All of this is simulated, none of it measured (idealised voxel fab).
This is a process module. Its name is voxel double patterning.
The cross-section on display is named cut; it measures 200 nm wide, and its cells are 5 nm squares.
How to read a cross-section here: the picture is a grid of square cells, written as bands going from the top down, and any band can span one or more rows of cells. In this notation a band is specified by the heights of its top and bottom, in that order and in nm, after which its materials appear from left to right, each paired with its width in nm. The word "everywhere" attached to a single material means that material fills the band from edge to edge; the word "blank" stands for empty space. We count height from 0. Below that, the starting wafer is all one material. The lowest band never ends at the bottom but goes on down; see "0 down" for how that is written. The expression "30..40" gives the width at the extremes of the band, the first number at its top row of cells and the second at its bottom row, with the width changing by equal amounts from each row to the next in between. When a step is marked "nothing got changed", none of the cells in the cross-section changed during that step. Any empty space of 8 cells or more lacking an open way to the top shows up in "Unvented voids" as width x height at distance, distance from the left edge, in nm. Where a step's line continues beyond its settings, the continuation is a remark by the simulator itself on that step. "overlay nm", when on a step's line for a step with a mask, measures how far to the right of its planned place the mask lay; a negative measure means to the left.
[Planned process steps]
| 1 | RECEIVE: material Si |
| 2 | CONFORMAL_DEP: material SiO2, thk nm 5 |
| 3 | DIRECTIONAL_DEP: material W, thk nm 10 |
| 4 | DIRECTIONAL_DEP: material SiCN, thk nm 10 |
| 5 | DIRECTIONAL_DEP: material aC, thk nm 15 |
| 6 | PATTERN: tone open, mask id FIRST, material resist, width nm 15, pitch nm 50, thk nm 30, overlay nm 0 |
| 7 | DIRECTIONAL_ETCH: etch materials aC, depth nm 15 |
| 8 | STRIP: etch materials resist |
| 9 | DIRECTIONAL_ETCH: etch materials SiCN, depth nm 10 |
| 10 | STRIP: etch materials aC |
| 11 | PATTERN: tone open, mask id SECOND, material resist, width nm 15, thk nm 15, overlay nm 0 |
| 12 | DIRECTIONAL_ETCH: etch materials SiCN, depth nm 10 |
| 13 | STRIP: etch materials resist |
| 14 | DIRECTIONAL_ETCH: etch materials W, depth nm 10 |
| 15 | STRIP: etch materials SiCN |
[Cross-section, incoming material, after step 1]
> 0 down = Si everywhere
> Unvented voids: none
[Wafer cross-section at module end: first of two, run to plan]
> 15 to 5 = 65 of W  15 of blank  10 of W  15 of blank  10 of W  15 of blank  70 of W
> 5 to 0 = SiO2 everywhere
> 0 down = Si everywhere
> Unvented voids: none
[End of module, second wafer, cross-section. Started like the first, planned like the first, run with one mistake]
> 15 to 5 = 65 of W  15 of blank  10 of W  15 of blank  10 of W  15 of blank  70 of W
> 5 to 0 = aC everywhere
> 0 down = Si everywhere
> Unvented voids: none
Diagnosis: step 2 ran with different settings than intended, the actual operation and settings being CONFORMAL_DEP: material aC, thk nm 5
Count the cells at the end and the second wafer has more or fewer of some materials than the first: SiO2: 40 fewer; aC: 40 more
